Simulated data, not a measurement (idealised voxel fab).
process module | voxel released beams
cross-section cut | 215 nm wide | cells 5 nm
A cross-section is a grid of square cells, given in bands from the top down. A band is one or more rows of cells.
Each band's line starts with the height of the band's top and of its bottom, in nm. Then come its materials from left to right, each with its width in nm. One material with "throughout" fills the band from edge to edge. "air" is empty space.
Height 0 is the level under which the wafer as received is all one material. The lowest band goes on downwards, as in "0 down".
A width such as "30 to 40" changes by the same amount from each row of cells to the next, from the band's top row to its bottom row.
"no change" after a step means that no cell of the cross-section changed.
closed voids: empty space of 8 cells or more with no open way to the top, each as width x height at its distance from the left edge, in nm
after a step's settings: what the simulator itself notes on the step
overlay nm, on a step with a mask: how far to the right of its planned place the mask lay; to the left if negative
plan
1 op RECEIVE | material Si
2 op CONFORMAL_DEP | material Al2O3 | thk nm 5
3 op DIRECTIONAL_DEP | material SiO2 | thk nm 10
4 op PATTERN | tone open | mask id ANCHOR | material resist | width nm 45 | thk nm 20 | overlay nm 0
5 op DIRECTIONAL_ETCH | etch materials SiO2 | depth nm 10
6 op STRIP | etch materials resist
7 op CONFORMAL_DEP | material W | thk nm 15
8 op MASKED_ETCH | tone cover | mask id BEAM | width nm 130 | etch materials W | depth nm 15 | overlay nm 0
9 op STRIP | etch materials SiO2
as received, after step 1
  0 down: Si throughout
  closed voids: none
a wafer at the end: this start, this plan, one mistake
  30 to 15: air 40 | W 130 | air 45
  15 to 10: Al2O3 throughout
  10 to 0: SiO2 throughout
  0 down: Si throughout
  closed voids: none
what went wrong: steps 2 and 3 were swapped
